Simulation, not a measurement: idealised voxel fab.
Title: Process Module voxel self aligned vias
For reference, the cross-section in this document is cut, with width 235 nm and square cells of 5 nm.
The cross-sections in this document take the form of a grid made of square cells. They are written out as bands, in order from top to bottom. Each band consists of one or more rows of cells. First you get the band's top height and its bottom height, in nm, and then the materials it's made of, left to right, with each width in nm. If you see a single material with "edge to edge", that one covers the band edge to edge. "blank" is empty space. A quick word on heights: they are counted from 0, and under that level the wafer as it came to us is one material throughout. The lowest band is different from the rest in having no bottom; it simply continues downward, written as in "from 0 down". A width given as "30->40" starts at the first number in the band's top row and ends at the second number in its bottom row, shifting by an equal amount at every step from row to row. "remained unchanged" after a step means that no cell of the cross-section changed. Voids not open to the top, 8 cells minimum: see "Closed-off voids". Written width x height at distance; distance is from the left edge; nm. On a step's line, text after the settings is the simulator commenting on that step. The optional step-line setting "overlay nm" applies to steps with a mask and quantifies how far to the right of its planned location the mask lay, a negative value indicating leftward placement.
-- Steps planned for the process
1: RECEIVE (material Si)
2: CONFORMAL_DEP (material SiO2; thk nm 10)
3: CONFORMAL_DEP (material SiCN; thk nm 5)
4: DIRECTIONAL_DEP (material SiO2; thk nm 30)
5: MASKED_ETCH (tone open; mask id LINES; width nm 25; pitch nm 70; etch materials SiO2; depth nm 30; overlay nm 0)
6: CONFORMAL_DEP (material TiN; thk nm 5)
7: FILL_DEP (material Ru; thk nm 5)
8: CMP (height nm 45)
9: SELECTIVE_ETCH (etch materials W Ru TiN; depth nm 10)
10: FILL_DEP (material SiN; thk nm 10)
11: CMP (height nm 45)
12: DIRECTIONAL_DEP (material SiO2; thk nm 15)
13: DIRECTIONAL_DEP (material aC; thk nm 10)
14: PATTERN (tone open; mask id VIAS; material resist; width nm 45; pitch nm 70; thk nm 30; overlay nm 0)
15: DIRECTIONAL_ETCH (etch materials aC; depth nm 10)
16: STRIP (etch materials resist)
17: DIRECTIONAL_ETCH (etch materials SiO2; depth nm 15)
18: DIRECTIONAL_ETCH (etch materials SiN; depth nm 10)
19: STRIP (etch materials aC)
20: CONFORMAL_DEP (material TiN; thk nm 5)
21: FILL_DEP (material W; thk nm 10)
22: CMP (height nm 60)
23: CONFORMAL_DEP (material SiN; thk nm 5)
-- Delivered wafer in cross-section: state after step 1
	from 0 down = Si edge to edge
	Closed-off voids: none
-- The following cross-section depicts the wafer upon conclusion of the module. Processing commenced from the starting condition illustrated above and adhered to the plan illustrated above, save for one mistake in execution
	from 65 to 60 = SiN edge to edge
	from 60 to 50 = 60 of SiO2; 5 of TiN; 35 of W; 5 of TiN; 25 of SiO2; 5 of TiN; 35 of W; 5 of TiN; 60 of SiO2
	from 50 to 45 = 60 of SiO2; 15 of TiN; 15 of W; 15 of TiN; 25 of SiO2; 15 of TiN; 15 of W; 15 of TiN; 60 of SiO2
	from 45 to 40 = 70 of SiO2; 25 of TiN; 45 of SiO2; 25 of TiN; 70 of SiO2
	from 40 to 35 = 70 of SiO2; 25 of SiN; 45 of SiO2; 25 of SiN; 70 of SiO2
	from 35 to 20 = 70 of SiO2; 5 of TiN; 15 of Ru; 5 of TiN; 45 of SiO2; 5 of TiN; 15 of Ru; 5 of TiN; 70 of SiO2
	from 20 to 15 = 70 of SiO2; 25 of TiN; 45 of SiO2; 25 of TiN; 70 of SiO2
	from 15 to 10 = SiCN edge to edge
	from 10 to 0 = SiO2 edge to edge
	from 0 down = Si edge to edge
	Closed-off voids: none
The plan and the run diverged here: step 18, actual vs plan mismatch, actual run DIRECTIONAL_ETCH (etch materials SiN; depth nm 5)
